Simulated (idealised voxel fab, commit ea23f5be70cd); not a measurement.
process module | voxel transistor to metal
cross-section cut | 180 nm wide | cells 5 nm
A cross-section is a grid of square cells, given in bands from the top down. A band is one or more rows of cells.
Each band's line starts with the height of the band's top and of its bottom, in nm. Then come its materials from left to right, each with its width in nm. One material with "throughout" fills the band from edge to edge. "air" is empty space.
Height 0 is the level under which the wafer as received is all one material. The lowest band goes on downwards, as in "0 down".
A width such as "30 to 40" changes by the same amount from each row of cells to the next, from the band's top row to its bottom row.
"no change" after a step means that no cell of the cross-section changed.
closed voids: empty space of 8 cells or more with no open way to the top, each as width x height at its distance from the left edge, in nm
after a step's settings: what the simulator itself notes on the step
overlay nm, on a step with a mask: how far to the right of its planned place the mask lay; to the left if negative
plan
1 op RECEIVE | material Si
2 op OXIDIZE | depth nm 5
3 op CONFORMAL_DEP | material SiN | thk nm 15
4 op DIRECTIONAL_DEP | material aC | thk nm 15
5 op PATTERN | tone cover | mask id ACTIVE | material resist | width nm 95 | thk nm 35 | overlay nm 0
6 op DIRECTIONAL_ETCH | etch materials aC | depth nm 15
7 op STRIP | etch materials resist
8 op DIRECTIONAL_ETCH | etch materials SiN | depth nm 15
9 op DIRECTIONAL_ETCH | etch materials SiO2 | depth nm 5
10 op DIRECTIONAL_ETCH | etch materials Si | depth nm 20
11 op STRIP | etch materials aC
12 op OXIDIZE | depth nm 5
13 op FILL_DEP | material SiO2 | thk nm 15
14 op CMP | height nm 15
15 op SELECTIVE_ETCH | etch materials SiO2 | depth nm 5
16 op STRIP | etch materials SiN
17 op SELECTIVE_ETCH | etch materials SiO2 | depth nm 5
18 op OXIDIZE | depth nm 5
19 op DIRECTIONAL_DEP | material polySi | thk nm 20
20 op DIRECTIONAL_DEP | material SiCN | thk nm 15
21 op DIRECTIONAL_DEP | material aC | thk nm 10
22 op PATTERN | tone cover | mask id GATE | material resist | width nm 15 | thk nm 30 | overlay nm 0
23 op DIRECTIONAL_ETCH | etch materials aC | depth nm 10
24 op STRIP | etch materials resist
25 op DIRECTIONAL_ETCH | etch materials SiCN | depth nm 25
26 op DIRECTIONAL_ETCH | etch materials polySi | depth nm 30
27 op STRIP | etch materials aC
28 op CONFORMAL_DEP | material SiO2 | thk nm 5
29 op DIRECTIONAL_ETCH | etch materials SiO2 | depth nm 5
30 op CONFORMAL_DEP | material SiN | thk nm 5
31 op DIRECTIONAL_ETCH | etch materials SiN | depth nm 5
32 op DIRECTIONAL_ETCH | etch materials SiO2 | depth nm 5
33 op DIRECTIONAL_ETCH | etch materials Si | depth nm 10
34 op EPI | material SiGe | thk nm 10
35 op FILL_DEP | material SiO2 | thk nm 10
36 op CMP | height nm 30
37 op DIRECTIONAL_DEP | material SiO2 | thk nm 10
38 op DIRECTIONAL_DEP | material aC | thk nm 10
39 op PATTERN | tone open | mask id CONTACT | material resist | width nm 30 | pitch nm 55 | thk nm 25 | overlay nm 0
40 op DIRECTIONAL_ETCH | etch materials aC | depth nm 10
41 op STRIP | etch materials resist
42 op DIRECTIONAL_ETCH | etch materials SiO2 | depth nm 50
43 op STRIP | etch materials aC
44 op CONFORMAL_DEP | material TiN | thk nm 5
45 op FILL_DEP | material Ru | thk nm 10
46 op CMP | height nm 40
47 op CONFORMAL_DEP | material SiN | thk nm 5
48 op DIRECTIONAL_DEP | material lowk | thk nm 20
49 op PATTERN | tone open | mask id METAL_1 | material resist | width nm 15 | pitch nm 70 | thk nm 20 | overlay nm 0
50 op DIRECTIONAL_ETCH | etch materials lowk | depth nm 20
51 op DIRECTIONAL_ETCH | etch materials SiN | depth nm 5
52 op STRIP | etch materials resist
53 op CONFORMAL_DEP | material TiN | thk nm 5
54 op FILL_DEP | material Ru | thk nm 5
55 op CMP | height nm 65
56 op EPI | material Ru | thk nm 5
57 op FILL_DEP | material SiCN | thk nm 5
58 op DIRECTIONAL_DEP | material lowk | thk nm 30
59 op DIRECTIONAL_DEP | material aC | thk nm 15
60 op PATTERN | tone open | mask id METAL_2 | material resist | width nm 15 | pitch nm 70 | thk nm 35 | overlay nm 0
61 op DIRECTIONAL_ETCH | etch materials aC | depth nm 15
62 op STRIP | etch materials resist
63 op DIRECTIONAL_ETCH | etch materials lowk | depth nm 15
64 op STRIP | etch materials aC
65 op DIRECTIONAL_DEP | material aC | thk nm 10
66 op PATTERN | tone open | mask id METAL_2_HOLES | material resist | width nm 15 | pitch nm 70 | thk nm 30 | overlay nm 0
67 op DIRECTIONAL_ETCH | etch materials aC | depth nm 10
68 op STRIP | etch materials resist
69 op DIRECTIONAL_ETCH | etch materials lowk | depth nm 15
70 op DIRECTIONAL_ETCH | etch materials SiCN | depth nm 5
71 op STRIP | etch materials aC
72 op CONFORMAL_DEP | material TiN | thk nm 5
73 op FILL_DEP | material Cu | thk nm 5
74 op CMP | height nm 105
75 op CONFORMAL_DEP | material SiCN | thk nm 5
first wafer, as planned
as received, after step 1
  0 down: Si throughout
  closed voids: none
after step 2
  0 to -5: SiO2 throughout
  below -5: unchanged
after step 3
  15 to 0: SiN throughout
  below 0: unchanged
after step 4
  30 to 15: aC throughout
  below 15: unchanged
after step 5
  65 to 30: air 40 | resist 95 | air 45
  below 30: unchanged
after step 6
  50 to 30: air 40 | resist 95 | air 45
  30 to 15: air 40 | aC 95 | air 45
  below 15: unchanged
after step 7
  30 to 15: air 40 | aC 95 | air 45
  below 15: unchanged
after step 8
  30 to 15: air 40 | aC 95 | air 45
  15 to 0: air 40 | SiN 95 | air 45
  below 0: unchanged
after step 9
  30 to 15: air 40 | aC 95 | air 45
  15 to 0: air 40 | SiN 95 | air 45
  0 to -5: air 40 | SiO2 95 | air 45
  below -5: unchanged
after step 10
  30 to 15: air 40 | aC 95 | air 45
  15 to 0: air 40 | SiN 95 | air 45
  0 to -5: air 40 | SiO2 95 | air 45
  -5 to -25: air 40 | Si 95 | air 45
  below -25: unchanged
after step 11
  15 to 0: air 40 | SiN 95 | air 45
  below 0: unchanged
after step 12
  15 to 0: air 40 | SiN 95 | air 45
  0 to -5: air 40 | SiO2 95 | air 45
  -5 to -25: air 40 | SiO2 5 | Si 85 | SiO2 5 | air 45
  -25 to -30: SiO2 45 | Si 85 | SiO2 50
  below -30: unchanged
after step 13
  30 to 15: SiO2 throughout
  15 to 0: SiO2 40 | SiN 95 | SiO2 45
  0 to -5: SiO2 throughout
  -5 to -30: SiO2 45 | Si 85 | SiO2 50
  below -30: unchanged
after step 14
  15 to 0: SiO2 40 | SiN 95 | SiO2 45
  below 0: unchanged
after step 15
  15 to 10: air 40 | SiN 95 | air 45
  below 10: unchanged
after step 16
  10 to 0: SiO2 40 | air 95 | SiO2 45
  below 0: unchanged
after step 17
  5 to -5: SiO2 35 | air 105 | SiO2 40
  below -5: unchanged
after step 18
  5 to -5: SiO2 35 | air 105 | SiO2 40
  -5 to -10: SiO2 throughout
  below -10: unchanged
after step 19
  25 to 15: polySi 35 | air 105 | polySi 40
  15 to 5: polySi throughout
  5 to -5: SiO2 35 | polySi 105 | SiO2 40
  below -5: unchanged
after step 20
  40 to 30: SiCN 35 | air 105 | SiCN 40
  30 to 25: SiCN throughout
  25 to 15: polySi 35 | SiCN 105 | polySi 40
  below 15: unchanged
after step 21
  50 to 40: aC 35 | air 105 | aC 40
  40 to 30: SiCN 35 | aC 105 | SiCN 40
  below 30: unchanged
after step 22
  80 to 50: air 80 | resist 15 | air 85
  50 to 40: aC 35 | air 45 | resist 15 | air 45 | aC 40
  below 40: unchanged
after step 23
  70 to 40: air 80 | resist 15 | air 85
  40 to 30: SiCN 35 | air 45 | aC 15 | air 45 | SiCN 40
  below 30: unchanged
after step 24
  40 to 30: SiCN 35 | air 45 | aC 15 | air 45 | SiCN 40
  below 30: unchanged
after step 25
  40 to 30: air 80 | aC 15 | air 85
  30 to 25: air 80 | SiCN 15 | air 85
  25 to 15: polySi 35 | air 45 | SiCN 15 | air 45 | polySi 40
  below 15: unchanged
after step 26
  40 to 30: air 80 | aC 15 | air 85
  30 to 15: air 80 | SiCN 15 | air 85
  15 to 5: air 80 | polySi 15 | air 85
  5 to -5: SiO2 35 | air 45 | polySi 15 | air 45 | SiO2 40
  below -5: unchanged
after step 27
  30 to 15: air 80 | SiCN 15 | air 85
  below 15: unchanged
after step 28
  35 to 30: air 75 | SiO2 25 | air 80
  30 to 15: air 75 | SiO2 5 | SiCN 15 | SiO2 5 | air 80
  15 to 10: air 75 | SiO2 5 | polySi 15 | SiO2 5 | air 80
  10 to 0: SiO2 40 | air 35 | SiO2 5 | polySi 15 | SiO2 5 | air 35 | SiO2 45
  0 to -5: SiO2 80 | polySi 15 | SiO2 85
  below -5: unchanged
after step 29
  30 to 15: air 75 | SiO2 5 | SiCN 15 | SiO2 5 | air 80
  15 to 5: air 75 | SiO2 5 | polySi 15 | SiO2 5 | air 80
  5 to -5: SiO2 40 | air 35 | SiO2 5 | polySi 15 | SiO2 5 | air 35 | SiO2 45
  below -5: unchanged
after step 30
  35 to 30: air 70 | SiN 35 | air 75
  30 to 15: air 70 | SiN 5 | SiO2 5 | SiCN 15 | SiO2 5 | SiN 5 | air 75
  15 to 10: air 70 | SiN 5 | SiO2 5 | polySi 15 | SiO2 5 | SiN 5 | air 75
  10 to 5: SiN 45 | air 25 | SiN 5 | SiO2 5 | polySi 15 | SiO2 5 | SiN 5 | air 25 | SiN 50
  5 to 0: SiO2 40 | SiN 5 | air 25 | SiN 5 | SiO2 5 | polySi 15 | SiO2 5 | SiN 5 | air 25 | SiN 5 | SiO2 45
  0 to -5: SiO2 40 | SiN 35 | SiO2 5 | polySi 15 | SiO2 5 | SiN 35 | SiO2 45
  below -5: unchanged
after step 31
  30 to 15: air 70 | SiN 5 | SiO2 5 | SiCN 15 | SiO2 5 | SiN 5 | air 75
  15 to 5: air 70 | SiN 5 | SiO2 5 | polySi 15 | SiO2 5 | SiN 5 | air 75
  5 to -5: SiO2 40 | SiN 5 | air 25 | SiN 5 | SiO2 5 | polySi 15 | SiO2 5 | SiN 5 | air 25 | SiN 5 | SiO2 45
  below -5: unchanged
after step 32
  30 to 25: air 70 | SiN 5 | air 5 | SiCN 15 | air 5 | SiN 5 | air 75
  25 to 15: air 70 | SiN 5 | SiO2 5 | SiCN 15 | SiO2 5 | SiN 5 | air 75
  15 to 5: air 70 | SiN 5 | SiO2 5 | polySi 15 | SiO2 5 | SiN 5 | air 75
  5 to 0: air 40 | SiN 5 | air 25 | SiN 5 | SiO2 5 | polySi 15 | SiO2 5 | SiN 5 | air 25 | SiN 5 | air 45
  0 to -5: SiO2 40 | SiN 5 | air 25 | SiN 5 | SiO2 5 | polySi 15 | SiO2 5 | SiN 5 | air 25 | SiN 5 | SiO2 45
  -5 to -10: SiO2 45 | air 25 | SiO2 35 | air 25 | SiO2 50
  below -10: unchanged
after step 33
  30 to 25: air 70 | SiN 5 | air 5 | SiCN 15 | air 5 | SiN 5 | air 75
  25 to 15: air 70 | SiN 5 | SiO2 5 | SiCN 15 | SiO2 5 | SiN 5 | air 75
  15 to 5: air 70 | SiN 5 | SiO2 5 | polySi 15 | SiO2 5 | SiN 5 | air 75
  5 to 0: air 40 | SiN 5 | air 25 | SiN 5 | SiO2 5 | polySi 15 | SiO2 5 | SiN 5 | air 25 | SiN 5 | air 45
  0 to -5: SiO2 40 | SiN 5 | air 25 | SiN 5 | SiO2 5 | polySi 15 | SiO2 5 | SiN 5 | air 25 | SiN 5 | SiO2 45
  -5 to -10: SiO2 45 | air 25 | SiO2 35 | air 25 | SiO2 50
  -10 to -20: SiO2 45 | air 25 | Si 35 | air 25 | SiO2 50
  below -20: unchanged
after step 34
  30 to 25: air 70 | SiN 5 | air 5 | SiCN 15 | air 5 | SiN 5 | air 75
  25 to 15: air 70 | SiN 5 | SiO2 5 | SiCN 15 | SiO2 5 | SiN 5 | air 75
  15 to 5: air 70 | SiN 5 | SiO2 5 | polySi 15 | SiO2 5 | SiN 5 | air 75
  5 to 0: air 40 | SiN 5 | air 25 | SiN 5 | SiO2 5 | polySi 15 | SiO2 5 | SiN 5 | air 25 | SiN 5 | air 45
  0 to -5: SiO2 40 | SiN 5 | air 15 | SiGe 10 | SiN 5 | SiO2 5 | polySi 15 | SiO2 5 | SiN 5 | SiGe 10 | air 15 | SiN 5 | SiO2 45
  -5 to -10: SiO2 45 | air 15 | SiGe 10 | SiO2 35 | SiGe 10 | air 15 | SiO2 50
  -10 to -20: SiO2 45 | SiGe 25 | Si 35 | SiGe 25 | SiO2 50
  below -20: unchanged
after step 35
  40 to 30: SiO2 throughout
  30 to 15: SiO2 70 | SiN 5 | SiO2 5 | SiCN 15 | SiO2 5 | SiN 5 | SiO2 75
  15 to 5: SiO2 70 | SiN 5 | SiO2 5 | polySi 15 | SiO2 5 | SiN 5 | SiO2 75
  5 to 0: SiO2 40 | SiN 5 | SiO2 25 | SiN 5 | SiO2 5 | polySi 15 | SiO2 5 | SiN 5 | SiO2 25 | SiN 5 | SiO2 45
  0 to -5: SiO2 40 | SiN 5 | SiO2 15 | SiGe 10 | SiN 5 | SiO2 5 | polySi 15 | SiO2 5 | SiN 5 | SiGe 10 | SiO2 15 | SiN 5 | SiO2 45
  -5 to -10: SiO2 60 | SiGe 10 | SiO2 35 | SiGe 10 | SiO2 65
  below -10: unchanged
after step 36
  30 to 15: SiO2 70 | SiN 5 | SiO2 5 | SiCN 15 | SiO2 5 | SiN 5 | SiO2 75
  below 15: unchanged
after step 37
  40 to 30: SiO2 throughout
  below 30: unchanged
after step 38
  50 to 40: aC throughout
  below 40: unchanged
after step 39
  75 to 50: resist 45 | air 30 | resist 25 | air 30 | resist 50
  below 50: unchanged
after step 40
  65 to 50: resist 45 | air 30 | resist 25 | air 30 | resist 50
  50 to 40: aC 45 | air 30 | aC 25 | air 30 | aC 50
  below 40: unchanged
after step 41
  50 to 40: aC 45 | air 30 | aC 25 | air 30 | aC 50
  below 40: unchanged
after step 42
  50 to 40: aC 45 | air 30 | aC 25 | air 30 | aC 50
  40 to 30: SiO2 45 | air 30 | SiO2 25 | air 30 | SiO2 50
  30 to 15: SiO2 45 | air 25 | SiN 5 | SiO2 5 | SiCN 15 | SiO2 5 | SiN 5 | air 25 | SiO2 50
  15 to 5: SiO2 45 | air 25 | SiN 5 | SiO2 5 | polySi 15 | SiO2 5 | SiN 5 | air 25 | SiO2 50
  5 to 0: SiO2 40 | SiN 5 | air 25 | SiN 5 | SiO2 5 | polySi 15 | SiO2 5 | SiN 5 | air 25 | SiN 5 | SiO2 45
  0 to -5: SiO2 40 | SiN 5 | air 15 | SiGe 10 | SiN 5 | SiO2 5 | polySi 15 | SiO2 5 | SiN 5 | SiGe 10 | air 15 | SiN 5 | SiO2 45
  -5 to -10: SiO2 45 | air 15 | SiGe 10 | SiO2 35 | SiGe 10 | air 15 | SiO2 50
  below -10: unchanged
after step 43
  40 to 30: SiO2 45 | air 30 | SiO2 25 | air 30 | SiO2 50
  below 30: unchanged
after step 44
  45 to 40: TiN 50 | air 20 | TiN 35 | air 20 | TiN 55
  40 to 30: SiO2 45 | TiN 5 | air 20 to 15 | TiN 5 to 10 | SiO2 25 | TiN 5 to 10 | air 20 to 15 | TiN 5 | SiO2 50
  30 to 15: SiO2 45 | TiN 5 | air 15 | TiN 5 | SiN 5 | SiO2 5 | SiCN 15 | SiO2 5 | SiN 5 | TiN 5 | air 15 | TiN 5 | SiO2 50
  15 to 5: SiO2 45 | TiN 5 | air 15 | TiN 5 | SiN 5 | SiO2 5 | polySi 15 | SiO2 5 | SiN 5 | TiN 5 | air 15 | TiN 5 | SiO2 50
  5 to 0: SiO2 40 | SiN 5 | TiN 5 | air 5 | TiN 15 | SiN 5 | SiO2 5 | polySi 15 | SiO2 5 | SiN 5 | TiN 15 | air 5 | TiN 5 | SiN 5 | SiO2 45
  0 to -5: SiO2 40 | SiN 5 | TiN 5 | air 5 | TiN 5 | SiGe 10 | SiN 5 | SiO2 5 | polySi 15 | SiO2 5 | SiN 5 | SiGe 10 | TiN 5 | air 5 | TiN 5 | SiN 5 | SiO2 45
  -5 to -10: SiO2 45 | TiN 15 | SiGe 10 | SiO2 35 | SiGe 10 | TiN 15 | SiO2 50
  below -10: unchanged
after step 45
  55 to 45: Ru throughout
  45 to 40: TiN 50 | Ru 20 | TiN 35 | Ru 20 | TiN 55
  40 to 30: SiO2 45 | TiN 5 | Ru 20 to 15 | TiN 5 to 10 | SiO2 25 | TiN 5 to 10 | Ru 20 to 15 | TiN 5 | SiO2 50
  30 to 15: SiO2 45 | TiN 5 | Ru 15 | TiN 5 | SiN 5 | SiO2 5 | SiCN 15 | SiO2 5 | SiN 5 | TiN 5 | Ru 15 | TiN 5 | SiO2 50
  15 to 5: SiO2 45 | TiN 5 | Ru 15 | TiN 5 | SiN 5 | SiO2 5 | polySi 15 | SiO2 5 | SiN 5 | TiN 5 | Ru 15 | TiN 5 | SiO2 50
  5 to 0: SiO2 40 | SiN 5 | TiN 5 | Ru 5 | TiN 15 | SiN 5 | SiO2 5 | polySi 15 | SiO2 5 | SiN 5 | TiN 15 | Ru 5 | TiN 5 | SiN 5 | SiO2 45
  0 to -5: SiO2 40 | SiN 5 | TiN 5 | Ru 5 | TiN 5 | SiGe 10 | SiN 5 | SiO2 5 | polySi 15 | SiO2 5 | SiN 5 | SiGe 10 | TiN 5 | Ru 5 | TiN 5 | SiN 5 | SiO2 45
  below -5: unchanged
after step 46
  40 to 30: SiO2 45 | TiN 5 | Ru 20 to 15 | TiN 5 to 10 | SiO2 25 | TiN 5 to 10 | Ru 20 to 15 | TiN 5 | SiO2 50
  below 30: unchanged
after step 47
  45 to 40: SiN throughout
  below 40: unchanged
after step 48
  65 to 45: lowk throughout
  below 45: unchanged
after step 49
  85 to 65: resist 45 | air 15 | resist 55 | air 15 | resist 50
  below 65: unchanged
after step 50
  85 to 65: resist 45 | air 15 | resist 55 | air 15 | resist 50
  65 to 45: lowk 45 | air 15 | lowk 55 | air 15 | lowk 50
  below 45: unchanged
after step 51
  85 to 65: resist 45 | air 15 | resist 55 | air 15 | resist 50
  65 to 45: lowk 45 | air 15 | lowk 55 | air 15 | lowk 50
  45 to 40: SiN 45 | air 15 | SiN 55 | air 15 | SiN 50
  below 40: unchanged
after step 52
  65 to 45: lowk 45 | air 15 | lowk 55 | air 15 | lowk 50
  below 45: unchanged
after step 53
  70 to 65: TiN 50 | air 5 | TiN 65 | air 5 | TiN 55
  65 to 45: lowk 45 | TiN 5 | air 5 | TiN 5 | lowk 55 | TiN 5 | air 5 | TiN 5 | lowk 50
  45 to 40: SiN 45 | TiN 15 | SiN 55 | TiN 15 | SiN 50
  below 40: unchanged
after step 54
  75 to 70: Ru throughout
  70 to 65: TiN 50 | Ru 5 | TiN 65 | Ru 5 | TiN 55
  65 to 45: lowk 45 | TiN 5 | Ru 5 | TiN 5 | lowk 55 | TiN 5 | Ru 5 | TiN 5 | lowk 50
  below 45: unchanged
after step 55
  65 to 45: lowk 45 | TiN 5 | Ru 5 | TiN 5 | lowk 55 | TiN 5 | Ru 5 | TiN 5 | lowk 50
  below 45: unchanged
after step 56
  70 to 65: air 40 | Ru 25 | air 45 | Ru 25 | air 45
  below 65: unchanged
after step 57
  75 to 70: SiCN throughout
  70 to 65: SiCN 40 | Ru 25 | SiCN 45 | Ru 25 | SiCN 45
  below 65: unchanged
after step 58
  105 to 75: lowk throughout
  below 75: unchanged
after step 59
  120 to 105: aC throughout
  below 105: unchanged
after step 60
  155 to 120: resist 45 | air 15 | resist 55 | air 15 | resist 50
  below 120: unchanged
after step 61
  140 to 120: resist 45 | air 15 | resist 55 | air 15 | resist 50
  120 to 105: aC 45 | air 15 | aC 55 | air 15 | aC 50
  below 105: unchanged
after step 62
  120 to 105: aC 45 | air 15 | aC 55 | air 15 | aC 50
  below 105: unchanged
after step 63
  120 to 105: aC 45 | air 15 | aC 55 | air 15 | aC 50
  105 to 90: lowk 45 | air 15 | lowk 55 | air 15 | lowk 50
  below 90: unchanged
after step 64
  105 to 90: lowk 45 | air 15 | lowk 55 | air 15 | lowk 50
  below 90: unchanged
after step 65
  115 to 105: aC 45 | air 15 | aC 55 | air 15 | aC 50
  105 to 100: lowk 45 | air 15 | lowk 55 | air 15 | lowk 50
  100 to 90: lowk 45 | aC 15 | lowk 55 | aC 15 | lowk 50
  below 90: unchanged
after step 66
  145 to 115: resist 45 | air 15 | resist 55 | air 15 | resist 50
  below 115: unchanged
after step 67
  135 to 115: resist 45 | air 15 | resist 55 | air 15 | resist 50
  115 to 105: aC 45 | air 15 | aC 55 | air 15 | aC 50
  105 to 90: lowk 45 | air 15 | lowk 55 | air 15 | lowk 50
  below 90: unchanged
after step 68
  115 to 105: aC 45 | air 15 | aC 55 | air 15 | aC 50
  below 105: unchanged
after step 69
  115 to 105: aC 45 | air 15 | aC 55 | air 15 | aC 50
  105 to 75: lowk 45 | air 15 | lowk 55 | air 15 | lowk 50
  below 75: unchanged
after step 70
  115 to 105: aC 45 | air 15 | aC 55 | air 15 | aC 50
  105 to 75: lowk 45 | air 15 | lowk 55 | air 15 | lowk 50
  75 to 70: SiCN 45 | air 15 | SiCN 55 | air 15 | SiCN 50
  below 70: unchanged
after step 71
  105 to 75: lowk 45 | air 15 | lowk 55 | air 15 | lowk 50
  below 75: unchanged
after step 72
  110 to 105: TiN 50 | air 5 | TiN 65 | air 5 | TiN 55
  105 to 75: lowk 45 | TiN 5 | air 5 | TiN 5 | lowk 55 | TiN 5 | air 5 | TiN 5 | lowk 50
  75 to 70: SiCN 45 | TiN 15 | SiCN 55 | TiN 15 | SiCN 50
  below 70: unchanged
after step 73
  115 to 110: Cu throughout
  110 to 105: TiN 50 | Cu 5 | TiN 65 | Cu 5 | TiN 55
  105 to 75: lowk 45 | TiN 5 | Cu 5 | TiN 5 | lowk 55 | TiN 5 | Cu 5 | TiN 5 | lowk 50
  below 75: unchanged
after step 74
  105 to 75: lowk 45 | TiN 5 | Cu 5 | TiN 5 | lowk 55 | TiN 5 | Cu 5 | TiN 5 | lowk 50
  below 75: unchanged
after step 75
  110 to 105: SiCN throughout
  below 105: unchanged
second wafer: like start, like plan, one mistake. Through step 48 it matches the first wafer
when step 49 should have ended
  85 to 65: resist 45 | air 20 | resist 50 | air 20 | resist 45
  below 65: unchanged
when step 50 should have ended
  85 to 65: resist 45 | air 20 | resist 50 | air 20 | resist 45
  65 to 45: lowk 45 | air 20 | lowk 50 | air 20 | lowk 45
  below 45: unchanged
when step 51 should have ended
  85 to 65: resist 45 | air 20 | resist 50 | air 20 | resist 45
  65 to 45: lowk 45 | air 20 | lowk 50 | air 20 | lowk 45
  45 to 40: SiN 45 | air 20 | SiN 50 | air 20 | SiN 45
  below 40: unchanged
when step 52 should have ended
  65 to 45: lowk 45 | air 20 | lowk 50 | air 20 | lowk 45
  below 45: unchanged
when step 53 should have ended
  70 to 65: TiN 50 | air 10 | TiN 60 | air 10 | TiN 50
  65 to 45: lowk 45 | TiN 5 | air 10 | TiN 5 | lowk 50 | TiN 5 | air 10 | TiN 5 | lowk 45
  45 to 40: SiN 45 | TiN 20 | SiN 50 | TiN 20 | SiN 45
  below 40: unchanged
when step 54 should have ended
  75 to 70: Ru throughout
  70 to 65: TiN 50 | Ru 10 | TiN 60 | Ru 10 | TiN 50
  65 to 45: lowk 45 | TiN 5 | Ru 10 | TiN 5 | lowk 50 | TiN 5 | Ru 10 | TiN 5 | lowk 45
  below 45: unchanged
when step 55 should have ended
  65 to 45: lowk 45 | TiN 5 | Ru 10 | TiN 5 | lowk 50 | TiN 5 | Ru 10 | TiN 5 | lowk 45
  below 45: unchanged
when step 56 should have ended
  70 to 65: air 40 | Ru 30 | air 40 | Ru 30 | air 40
  below 65: unchanged
when step 57 should have ended
  75 to 70: SiCN throughout
  70 to 65: SiCN 40 | Ru 30 | SiCN 40 | Ru 30 | SiCN 40
  below 65: unchanged
when step 58 should have ended
  105 to 75: lowk throughout
  below 75: unchanged
when step 59 should have ended
  120 to 105: aC throughout
  below 105: unchanged
when step 60 should have ended
  155 to 120: resist 45 | air 15 | resist 55 | air 15 | resist 50
  below 120: unchanged
when step 61 should have ended
  140 to 120: resist 45 | air 15 | resist 55 | air 15 | resist 50
  120 to 105: aC 45 | air 15 | aC 55 | air 15 | aC 50
  below 105: unchanged
when step 62 should have ended
  120 to 105: aC 45 | air 15 | aC 55 | air 15 | aC 50
  below 105: unchanged
when step 63 should have ended
  120 to 105: aC 45 | air 15 | aC 55 | air 15 | aC 50
  105 to 90: lowk 45 | air 15 | lowk 55 | air 15 | lowk 50
  below 90: unchanged
when step 64 should have ended
  105 to 90: lowk 45 | air 15 | lowk 55 | air 15 | lowk 50
  below 90: unchanged
when step 65 should have ended
  115 to 105: aC 45 | air 15 | aC 55 | air 15 | aC 50
  105 to 100: lowk 45 | air 15 | lowk 55 | air 15 | lowk 50
  100 to 90: lowk 45 | aC 15 | lowk 55 | aC 15 | lowk 50
  below 90: unchanged
when step 66 should have ended
  145 to 115: resist 45 | air 15 | resist 55 | air 15 | resist 50
  below 115: unchanged
when step 67 should have ended
  135 to 115: resist 45 | air 15 | resist 55 | air 15 | resist 50
  115 to 105: aC 45 | air 15 | aC 55 | air 15 | aC 50
  105 to 90: lowk 45 | air 15 | lowk 55 | air 15 | lowk 50
  below 90: unchanged
when step 68 should have ended
  115 to 105: aC 45 | air 15 | aC 55 | air 15 | aC 50
  below 105: unchanged
when step 69 should have ended
  115 to 105: aC 45 | air 15 | aC 55 | air 15 | aC 50
  105 to 75: lowk 45 | air 15 | lowk 55 | air 15 | lowk 50
  below 75: unchanged
when step 70 should have ended
  115 to 105: aC 45 | air 15 | aC 55 | air 15 | aC 50
  105 to 75: lowk 45 | air 15 | lowk 55 | air 15 | lowk 50
  75 to 70: SiCN 45 | air 15 | SiCN 55 | air 15 | SiCN 50
  below 70: unchanged
when step 71 should have ended
  105 to 75: lowk 45 | air 15 | lowk 55 | air 15 | lowk 50
  below 75: unchanged
when step 72 should have ended
  110 to 105: TiN 50 | air 5 | TiN 65 | air 5 | TiN 55
  105 to 75: lowk 45 | TiN 5 | air 5 | TiN 5 | lowk 55 | TiN 5 | air 5 | TiN 5 | lowk 50
  75 to 70: SiCN 45 | TiN 15 | SiCN 55 | TiN 15 | SiCN 50
  below 70: unchanged
when step 73 should have ended
  115 to 110: Cu throughout
  110 to 105: TiN 50 | Cu 5 | TiN 65 | Cu 5 | TiN 55
  105 to 75: lowk 45 | TiN 5 | Cu 5 | TiN 5 | lowk 55 | TiN 5 | Cu 5 | TiN 5 | lowk 50
  below 75: unchanged
when step 74 should have ended
  105 to 75: lowk 45 | TiN 5 | Cu 5 | TiN 5 | lowk 55 | TiN 5 | Cu 5 | TiN 5 | lowk 50
  below 75: unchanged
when step 75 should have ended
  110 to 105: SiCN throughout
  below 105: unchanged
what went wrong: step 49 ran as: op PATTERN | tone open | mask id METAL_1 | material resist | width nm 20 | pitch nm 70 | thk nm 20 | overlay nm 0
at the end the second wafer has, in cells: 10 more of Ru | 2 fewer of SiCN | 2 fewer of SiN | 2 more of TiN | 8 fewer of lowk
